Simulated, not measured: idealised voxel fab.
Title: Process Module voxel wiring stack
The cross-section shown here is cut; it is 205 nm wide and divided into square cells measuring 5 nm on a side.
Square cells in a grid make up a cross-section in this document, and the grid is given as bands, listed from the top down, each one or more rows of cells.
Within each band entry, the heights of the top and of the bottom of the band appear first, in that order and in nm; the materials of the band then follow from left to right, each with its corresponding width in nm. The designation "edge to edge" on a single material indicates that it fills the band from edge to edge; the designation "air" indicates empty space.
Note: height 0 marks the level under which the wafer is uniformly one material as received. Lowest band unbounded below, written "top 0, no bottom".
It should be noted that a width expressed as "30..40" varies in equal increments from row to row of cells within the band, taking the value of the first number at the top row and that of the second number at the bottom row.
"no alteration" (step): cross-section cells unchanged, all of them.
The label "Fully closed voids" introduces a list of the empty spaces, 8 cells or larger, that have no open way up to the top; each entry in it reads width x height at distance, where the distance is taken from the left edge and all three are stated in nm.
The remark found on a step's line after its settings is issued by the simulator itself and pertains to that step.
overlay nm: on a step with a mask, how far right of its planned place the mask lay; negative means left.
STEPS PLANNED FOR THE PROCESS
- 1: RECEIVE | material Si
- 2: CONFORMAL_DEP | material SiO2 | thk nm 15
- 3: CONFORMAL_DEP | material SiCN | thk nm 5
- 4: DIRECTIONAL_DEP | material SiO2 | thk nm 25
- 5: PATTERN | tone open | mask id METAL_1 | material resist | width nm 30 | pitch nm 45 | thk nm 15 | overlay nm 0
- 6: DIRECTIONAL_ETCH | etch materials SiO2 | depth nm 25
- 7: DIRECTIONAL_ETCH | etch materials SiCN | depth nm 5
- 8: STRIP | etch materials resist
- 9: CONFORMAL_DEP | material TiN | thk nm 5
- 10: FILL_DEP | material Ru | thk nm 10
- 11: CMP | height nm 45
- 12: CONFORMAL_DEP | material SiCN | thk nm 5
- 13: DIRECTIONAL_DEP | material lowk | thk nm 15
- 14: DIRECTIONAL_DEP | material aC | thk nm 10
- 15: PATTERN | tone open | mask id PLUG_1 | material resist | width nm 15 | pitch nm 45 | thk nm 25 | overlay nm 0
- 16: DIRECTIONAL_ETCH | etch materials aC | depth nm 10
- 17: STRIP | etch materials resist
- 18: DIRECTIONAL_ETCH | etch materials lowk | depth nm 15
- 19: DIRECTIONAL_ETCH | etch materials SiCN | depth nm 5
- 20: STRIP | etch materials aC
- 21: EPI | material Ru | thk nm 10
- 22: EPI | material Ru | thk nm 10
- 23: DIRECTIONAL_DEP | material TiN | thk nm 5
- 24: DIRECTIONAL_DEP | material W | thk nm 15
- 25: DIRECTIONAL_DEP | material aC | thk nm 15
- 26: PATTERN | tone cover | mask id METAL_2 | material resist | width nm 30 | pitch nm 45 | thk nm 30 | overlay nm 0
- 27: DIRECTIONAL_ETCH | etch materials aC | depth nm 15
- 28: STRIP | etch materials resist
- 29: DIRECTIONAL_ETCH | etch materials W | depth nm 15
- 30: DIRECTIONAL_ETCH | etch materials TiN | depth nm 5
- 31: STRIP | etch materials aC
- 32: FILL_DEP | material SiO2 | thk nm 5
- 33: CMP | height nm 85
- 34: CONFORMAL_DEP | material SiCN | thk nm 5
- 35: DIRECTIONAL_DEP | material lowk | thk nm 30
- 36: PATTERN | tone open | mask id METAL_3 | material resist | width nm 30 | pitch nm 45 | thk nm 15 | overlay nm 0
- 37: DIRECTIONAL_ETCH | etch materials lowk | depth nm 15
- 38: STRIP | etch materials resist
- 39: MASKED_ETCH | tone open | mask id METAL_3_HOLES | width nm 15 | etch materials lowk | depth nm 15 | overlay nm 0
- 40: MASKED_ETCH | tone open | mask id METAL_3_HOLES | width nm 15 | etch materials SiCN | depth nm 5 | overlay nm 0
- 41: CONFORMAL_DEP | material TiN | thk nm 5
- 42: FILL_DEP | material Cu | thk nm 10
- 43: CMP | height nm 120
- 44: CONFORMAL_DEP | material SiCN | thk nm 5
- 45: DIRECTIONAL_DEP | material lowk | thk nm 30
- 46: DIRECTIONAL_DEP | material aC | thk nm 10
- 47: PATTERN | tone open | mask id METAL_4 | material resist | width nm 30 | pitch nm 45 | thk nm 30 | overlay nm 0
- 48: DIRECTIONAL_ETCH | etch materials aC | depth nm 10
- 49: STRIP | etch materials resist
- 50: DIRECTIONAL_ETCH | etch materials lowk | depth nm 15
- 51: STRIP | etch materials aC
- 52: DIRECTIONAL_DEP | material aC | thk nm 10
- 53: PATTERN | tone open | mask id METAL_4_HOLES | material resist | width nm 15 | thk nm 30 | overlay nm 0
- 54: DIRECTIONAL_ETCH | etch materials aC | depth nm 10
- 55: STRIP | etch materials resist
- 56: DIRECTIONAL_ETCH | etch materials lowk | depth nm 15
- 57: DIRECTIONAL_ETCH | etch materials SiCN | depth nm 5
- 58: STRIP | etch materials aC
- 59: CONFORMAL_DEP | material TiN | thk nm 5
- 60: FILL_DEP | material Cu | thk nm 10
- 61: CMP | height nm 155
- 62: CONFORMAL_DEP | material SiCN | thk nm 5
AS RECEIVED, AFTER STEP 1
* top 0, no bottom  Si edge to edge
* Fully closed voids: none
THE FIRST OF TWO WAFERS, CROSS-SECTIONED AT THE END OF THE MODULE, WITH THE RUN PROCEEDING AS PLANNED
* top 160, bottom 155  SiCN edge to edge
* top 155, bottom 145  lowk 65, then TiN 5, then Cu 20, then TiN 5, then lowk 15, then TiN 5, then Cu 20, then TiN 5, then lowk 65
* top 145, bottom 140  lowk 65, then TiN 5, then Cu 5, then TiN 20, then lowk 15, then TiN 30, then lowk 65
* top 140, bottom 125  lowk 65, then TiN 5, then Cu 5, then TiN 5, then lowk 125
* top 125, bottom 120  SiCN 65, then TiN 15, then SiCN 125
* top 120, bottom 110  lowk 65, then TiN 5, then Cu 20, then TiN 5, then lowk 15, then TiN 5, then Cu 20, then TiN 5, then lowk 65
* top 110, bottom 105  lowk 65, then TiN 5, then Cu 5, then TiN 20, then lowk 15, then TiN 30, then lowk 65
* top 105, bottom 90  lowk 65, then TiN 5, then Cu 5, then TiN 5, then lowk 125
* top 90, bottom 85  SiCN 65, then TiN 15, then SiCN 125
* top 85, bottom 70  SiO2 65, then W 30, then SiO2 15, then W 30, then SiO2 65
* top 70, bottom 65  SiO2 65, then TiN 30, then SiO2 15, then TiN 30, then SiO2 65
* top 65, bottom 50  lowk 65, then Ru 15, then lowk 30, then Ru 15, then lowk 80
* top 50, bottom 45  SiCN 65, then Ru 15, then SiCN 30, then Ru 15, then SiCN 80
* top 45, bottom 20  SiO2 65, then TiN 5, then Ru 20, then TiN 5, then SiO2 15, then TiN 5, then Ru 20, then TiN 5, then SiO2 65
* top 20, bottom 15  SiCN 65, then TiN 30, then SiCN 15, then TiN 30, then SiCN 65
* top 15, bottom 0  SiO2 edge to edge
* top 0, no bottom  Si edge to edge
* Fully closed voids: none
CROSS-SECTIONAL IMAGE OF THE SECOND WAFER OF THE TWO FOLLOWING COMPLETION OF THE MODULE. STARTING STATE AND PROCESS PLAN WERE THE SAME AS FOR THE FIRST WAFER; ONE EXECUTION ERROR OCCURRED
* top 160, bottom 155  SiCN edge to edge
* top 155, bottom 145  lowk 65, then TiN 5, then Cu 20, then TiN 5, then lowk 15, then TiN 5, then Cu 20, then TiN 5, then lowk 65
* top 145, bottom 140  lowk 65, then TiN 5, then Cu 5, then TiN 20, then lowk 15, then TiN 30, then lowk 65
* top 140, bottom 125  lowk 65, then TiN 5, then Cu 5, then TiN 5, then lowk 125
* top 125, bottom 120  SiCN 65, then TiN 15, then SiCN 125
* top 120, bottom 110  lowk 65, then TiN 5, then Cu 20, then TiN 5, then lowk 15, then TiN 5, then Cu 20, then TiN 5, then lowk 65
* top 110, bottom 105  lowk 65, then TiN 5, then Cu 5, then TiN 20, then lowk 15, then TiN 30, then lowk 65
* top 105, bottom 90  lowk 65, then TiN 5, then Cu 5, then TiN 5, then lowk 125
* top 90, bottom 85  SiCN 65, then TiN 15, then SiCN 125
* top 85, bottom 80  SiO2 65, then W 15, then TiN 15, then SiO2 15, then W 15, then TiN 15, then SiO2 65
* top 80, bottom 70  lowk 65, then W 15, then lowk 30, then W 15, then lowk 80
* top 70, bottom 65  lowk 65, then TiN 15, then lowk 30, then TiN 15, then lowk 80
* top 65, bottom 50  lowk edge to edge
* top 50, bottom 45  SiCN edge to edge
* top 45, bottom 20  SiO2 65, then TiN 5, then Ru 20, then TiN 5, then SiO2 15, then TiN 5, then Ru 20, then TiN 5, then SiO2 65
* top 20, bottom 15  SiCN 65, then TiN 30, then SiCN 15, then TiN 30, then SiCN 65
* top 15, bottom 0  SiO2 edge to edge
* top 0, no bottom  Si edge to edge
* Fully closed voids: none
So what did we get wrong on this run? step 13, plan: ran twice
FYI, end of process, the second wafer has more or fewer cells of some materials than the first: 24 fewer of Ru | 6 more of SiCN | 87 fewer of SiO2 | 18 fewer of W | 123 more of lowk
